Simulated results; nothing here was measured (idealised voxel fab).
Process module heading - voxel self aligned vias
295 nm wide, 5 nm square cells: that's cross-section cut.
A cross-section in this document is a grid of square cells, and it is written down as bands, the top band listed before the ones below it; a band is made up of one or more rows of cells.
Look at the band entry: it leads with the top's height and the bottom's height in nm. Then it lists the materials left to right, with a width in nm for each. The word "full width" on a single material says that material fills the band edge to edge. The word "blank" is empty space.
Basically, 0 is our baseline, since under it the wafer straight out of the box is all one material. The bottom band has no lower end and keeps on going down, so it looks like "z 0 and below".
Graded width ("30->40"): value in top row of band = first number; value in bottom row = second number; row-to-row change constant.
Where the words "everything unchanged" appear for a step, the cross-section shows no cell changed by that step; every cell remained as before.
"Closed voids list" lists enclosed empty spaces (at least 8 cells, no open path upward to the top), each as width x height at distance from the left edge, in nm.
Text after the settings on a step's line: the simulator's own remark on that step.
overlay nm: how far to the right of its planned place the mask lay on this masked step (negative: to the left).
Planned step list for the process
1: RECEIVE [material Si]
2: CONFORMAL_DEP [material SiO2] [thk nm 10]
3: CONFORMAL_DEP [material SiCN] [thk nm 5]
4: DIRECTIONAL_DEP [material SiO2] [thk nm 20]
5: MASKED_ETCH [tone open] [mask id LINES] [width nm 25] [pitch nm 55] [etch materials SiO2] [depth nm 20] [overlay nm 0]
6: CONFORMAL_DEP [material TiN] [thk nm 5]
7: FILL_DEP [material Ru] [thk nm 5]
8: CMP [height nm 35]
9: SELECTIVE_ETCH [etch materials W Ru TiN] [depth nm 5]
10: FILL_DEP [material SiN] [thk nm 10]
11: CMP [height nm 35]
12: DIRECTIONAL_DEP [material SiO2] [thk nm 15]
13: DIRECTIONAL_DEP [material aC] [thk nm 15]
14: PATTERN [tone open] [mask id VIAS] [material resist] [width nm 35] [pitch nm 55] [thk nm 35] [overlay nm 0]
15: DIRECTIONAL_ETCH [etch materials aC] [depth nm 15]
16: STRIP [etch materials resist]
17: DIRECTIONAL_ETCH [etch materials SiO2] [depth nm 15]
18: DIRECTIONAL_ETCH [etch materials SiN] [depth nm 5]
19: STRIP [etch materials aC]
20: CONFORMAL_DEP [material TiN] [thk nm 5]
21: FILL_DEP [material Ru] [thk nm 10]
22: CMP [height nm 50]
23: CONFORMAL_DEP [material SiN] [thk nm 5]
The following pertains to the first of two wafers, which was processed as planned
Wafer at receipt (post step 1), cross-section
z 0 and below = Si full width
Closed voids list: none
Wafer after step 2 (cross-section)
z 10 to 0 = SiO2 full width
Everything under 0 stays put, no change at all.
Wafer after step 3 (cross-section)
z 15 to 10 = SiCN full width
Everything under 10 stays put, no change at all.
Wafer after step 4 (cross-section)
z 35 to 15 = SiO2 full width
Everything under 15 stays put, no change at all.
Wafer after step 5 (cross-section)
z 35 to 15 = 105 nm SiO2  25 nm blank  30 nm SiO2  25 nm blank  110 nm SiO2
Everything under 15 stays put, no change at all.
Wafer after step 6 (cross-section)
z 40 to 35 = 110 nm TiN  15 nm blank  40 nm TiN  15 nm blank  115 nm TiN
z 35 to 20 = 105 nm SiO2  5 nm TiN  15 nm blank  5 nm TiN  30 nm SiO2  5 nm TiN  15 nm blank  5 nm TiN  110 nm SiO2
z 20 to 15 = 105 nm SiO2  25 nm TiN  30 nm SiO2  25 nm TiN  110 nm SiO2
Everything under 15 stays put, no change at all.
Wafer after step 7 (cross-section)
z 45 to 40 = Ru full width
z 40 to 35 = 110 nm TiN  15 nm Ru  40 nm TiN  15 nm Ru  115 nm TiN
z 35 to 20 = 105 nm SiO2  5 nm TiN  15 nm Ru  5 nm TiN  30 nm SiO2  5 nm TiN  15 nm Ru  5 nm TiN  110 nm SiO2
Everything under 20 stays put, no change at all.
Wafer after step 8 (cross-section)
z 35 to 20 = 105 nm SiO2  5 nm TiN  15 nm Ru  5 nm TiN  30 nm SiO2  5 nm TiN  15 nm Ru  5 nm TiN  110 nm SiO2
Everything under 20 stays put, no change at all.
Wafer after step 9 (cross-section)
z 35 to 30 = 105 nm SiO2  25 nm blank  30 nm SiO2  25 nm blank  110 nm SiO2
Everything under 30 stays put, no change at all.
Wafer after step 10 (cross-section)
z 45 to 35 = SiN full width
z 35 to 30 = 105 nm SiO2  25 nm SiN  30 nm SiO2  25 nm SiN  110 nm SiO2
Everything under 30 stays put, no change at all.
Wafer after step 11 (cross-section)
z 35 to 30 = 105 nm SiO2  25 nm SiN  30 nm SiO2  25 nm SiN  110 nm SiO2
Everything under 30 stays put, no change at all.
Wafer after step 12 (cross-section)
z 50 to 35 = SiO2 full width
Everything under 35 stays put, no change at all.
Wafer after step 13 (cross-section)
z 65 to 50 = aC full width
Everything under 50 stays put, no change at all.
Wafer after step 14 (cross-section)
z 100 to 65 = 100 nm resist  35 nm blank  20 nm resist  35 nm blank  105 nm resist
Everything under 65 stays put, no change at all.
Wafer after step 15 (cross-section)
z 85 to 65 = 100 nm resist  35 nm blank  20 nm resist  35 nm blank  105 nm resist
z 65 to 50 = 100 nm aC  35 nm blank  20 nm aC  35 nm blank  105 nm aC
Everything under 50 stays put, no change at all.
Wafer after step 16 (cross-section)
z 65 to 50 = 100 nm aC  35 nm blank  20 nm aC  35 nm blank  105 nm aC
Everything under 50 stays put, no change at all.
Wafer after step 17 (cross-section)
z 65 to 50 = 100 nm aC  35 nm blank  20 nm aC  35 nm blank  105 nm aC
z 50 to 35 = 100 nm SiO2  35 nm blank  20 nm SiO2  35 nm blank  105 nm SiO2
Everything under 35 stays put, no change at all.
Wafer after step 18 (cross-section)
z 65 to 50 = 100 nm aC  35 nm blank  20 nm aC  35 nm blank  105 nm aC
z 50 to 35 = 100 nm SiO2  35 nm blank  20 nm SiO2  35 nm blank  105 nm SiO2
z 35 to 30 = 105 nm SiO2  25 nm blank  30 nm SiO2  25 nm blank  110 nm SiO2
Everything under 30 stays put, no change at all.
Wafer after step 19 (cross-section)
z 50 to 35 = 100 nm SiO2  35 nm blank  20 nm SiO2  35 nm blank  105 nm SiO2
Everything under 35 stays put, no change at all.
Wafer after step 20 (cross-section)
z 55 to 50 = 105 nm TiN  25 nm blank  30 nm TiN  25 nm blank  110 nm TiN
z 50 to 40 = 100 nm SiO2  5 nm TiN  25 nm blank  5 nm TiN  20 nm SiO2  5 nm TiN  25 nm blank  5 nm TiN  105 nm SiO2
z 40 to 35 = 100 nm SiO2  10 nm TiN  15 nm blank  10 nm TiN  20 nm SiO2  10 nm TiN  15 nm blank  10 nm TiN  105 nm SiO2
z 35 to 30 = 105 nm SiO2  25 nm TiN  30 nm SiO2  25 nm TiN  110 nm SiO2
Everything under 30 stays put, no change at all.
Wafer after step 21 (cross-section)
z 65 to 55 = Ru full width
z 55 to 50 = 105 nm TiN  25 nm Ru  30 nm TiN  25 nm Ru  110 nm TiN
z 50 to 40 = 100 nm SiO2  5 nm TiN  25 nm Ru  5 nm TiN  20 nm SiO2  5 nm TiN  25 nm Ru  5 nm TiN  105 nm SiO2
z 40 to 35 = 100 nm SiO2  10 nm TiN  15 nm Ru  10 nm TiN  20 nm SiO2  10 nm TiN  15 nm Ru  10 nm TiN  105 nm SiO2
Everything under 35 stays put, no change at all.
Wafer after step 22 (cross-section)
z 50 to 40 = 100 nm SiO2  5 nm TiN  25 nm Ru  5 nm TiN  20 nm SiO2  5 nm TiN  25 nm Ru  5 nm TiN  105 nm SiO2
Everything under 40 stays put, no change at all.
Wafer after step 23 (cross-section)
z 55 to 50 = SiN full width
Everything under 50 stays put, no change at all.
Second wafer: like start, like plan, one mistake. Through step 2 it matches the first wafer
Cross-section of the second wafer when, according to plan, step 3 should have finished: everything unchanged
Cross-section of the second wafer when, according to plan, step 4 should have finished
z 30 to 0 = SiO2 full width
Everything under 0 stays put, no change at all.
Cross-section of the second wafer when, according to plan, step 5 should have finished
z 30 to 10 = 105 nm SiO2  25 nm blank  30 nm SiO2  25 nm blank  110 nm SiO2
Everything under 10 stays put, no change at all.
Cross-section of the second wafer when, according to plan, step 6 should have finished
z 35 to 30 = 110 nm TiN  15 nm blank  40 nm TiN  15 nm blank  115 nm TiN
z 30 to 15 = 105 nm SiO2  5 nm TiN  15 nm blank  5 nm TiN  30 nm SiO2  5 nm TiN  15 nm blank  5 nm TiN  110 nm SiO2
z 15 to 10 = 105 nm SiO2  25 nm TiN  30 nm SiO2  25 nm TiN  110 nm SiO2
Everything under 10 stays put, no change at all.
Cross-section of the second wafer when, according to plan, step 7 should have finished
z 40 to 35 = Ru full width
z 35 to 30 = 110 nm TiN  15 nm Ru  40 nm TiN  15 nm Ru  115 nm TiN
z 30 to 15 = 105 nm SiO2  5 nm TiN  15 nm Ru  5 nm TiN  30 nm SiO2  5 nm TiN  15 nm Ru  5 nm TiN  110 nm SiO2
Everything under 15 stays put, no change at all.
Cross-section of the second wafer when, according to plan, step 8 should have finished
z 35 to 30 = 110 nm TiN  15 nm Ru  40 nm TiN  15 nm Ru  115 nm TiN
Everything under 30 stays put, no change at all.
Cross-section of the second wafer when, according to plan, step 9 should have finished
z 30 to 15 = 105 nm SiO2  5 nm TiN  15 nm Ru  5 nm TiN  30 nm SiO2  5 nm TiN  15 nm Ru  5 nm TiN  110 nm SiO2
Everything under 15 stays put, no change at all.
Cross-section of the second wafer when, according to plan, step 10 should have finished
z 40 to 30 = SiN full width
Everything under 30 stays put, no change at all.
Cross-section of the second wafer when, according to plan, step 11 should have finished
z 35 to 30 = SiN full width
Everything under 30 stays put, no change at all.
Cross-section of the second wafer when, according to plan, step 12 should have finished
z 50 to 35 = SiO2 full width
Everything under 35 stays put, no change at all.
Cross-section of the second wafer when, according to plan, step 13 should have finished
z 65 to 50 = aC full width
Everything under 50 stays put, no change at all.
Cross-section of the second wafer when, according to plan, step 14 should have finished
z 100 to 65 = 100 nm resist  35 nm blank  20 nm resist  35 nm blank  105 nm resist
Everything under 65 stays put, no change at all.
Cross-section of the second wafer when, according to plan, step 15 should have finished
z 85 to 65 = 100 nm resist  35 nm blank  20 nm resist  35 nm blank  105 nm resist
z 65 to 50 = 100 nm aC  35 nm blank  20 nm aC  35 nm blank  105 nm aC
Everything under 50 stays put, no change at all.
Cross-section of the second wafer when, according to plan, step 16 should have finished
z 65 to 50 = 100 nm aC  35 nm blank  20 nm aC  35 nm blank  105 nm aC
Everything under 50 stays put, no change at all.
Cross-section of the second wafer when, according to plan, step 17 should have finished
z 65 to 50 = 100 nm aC  35 nm blank  20 nm aC  35 nm blank  105 nm aC
z 50 to 35 = 100 nm SiO2  35 nm blank  20 nm SiO2  35 nm blank  105 nm SiO2
Everything under 35 stays put, no change at all.
Cross-section of the second wafer when, according to plan, step 18 should have finished
z 65 to 50 = 100 nm aC  35 nm blank  20 nm aC  35 nm blank  105 nm aC
z 50 to 35 = 100 nm SiO2  35 nm blank  20 nm SiO2  35 nm blank  105 nm SiO2
z 35 to 30 = 100 nm SiN  35 nm blank  20 nm SiN  35 nm blank  105 nm SiN
Everything under 30 stays put, no change at all.
Cross-section of the second wafer when, according to plan, step 19 should have finished
z 50 to 35 = 100 nm SiO2  35 nm blank  20 nm SiO2  35 nm blank  105 nm SiO2
Everything under 35 stays put, no change at all.
Cross-section of the second wafer when, according to plan, step 20 should have finished
z 55 to 50 = 105 nm TiN  25 nm blank  30 nm TiN  25 nm blank  110 nm TiN
z 50 to 35 = 100 nm SiO2  5 nm TiN  25 nm blank  5 nm TiN  20 nm SiO2  5 nm TiN  25 nm blank  5 nm TiN  105 nm SiO2
z 35 to 30 = 100 nm SiN  35 nm TiN  20 nm SiN  35 nm TiN  105 nm SiN
Everything under 30 stays put, no change at all.
Cross-section of the second wafer when, according to plan, step 21 should have finished
z 65 to 55 = Ru full width
z 55 to 50 = 105 nm TiN  25 nm Ru  30 nm TiN  25 nm Ru  110 nm TiN
z 50 to 35 = 100 nm SiO2  5 nm TiN  25 nm Ru  5 nm TiN  20 nm SiO2  5 nm TiN  25 nm Ru  5 nm TiN  105 nm SiO2
Everything under 35 stays put, no change at all.
Cross-section of the second wafer when, according to plan, step 22 should have finished
z 50 to 35 = 100 nm SiO2  5 nm TiN  25 nm Ru  5 nm TiN  20 nm SiO2  5 nm TiN  25 nm Ru  5 nm TiN  105 nm SiO2
Everything under 35 stays put, no change at all.
Cross-section of the second wafer when, according to plan, step 23 should have finished
z 55 to 50 = SiN full width
Everything under 50 stays put, no change at all.
What was done differently from what was planned? step 3 of the plan was bypassed and not carried out
Bottom line after processing is that, in cells, the second wafer is up or down on some materials versus the first: Ru +10; SiCN -59; SiN +45; TiN +4
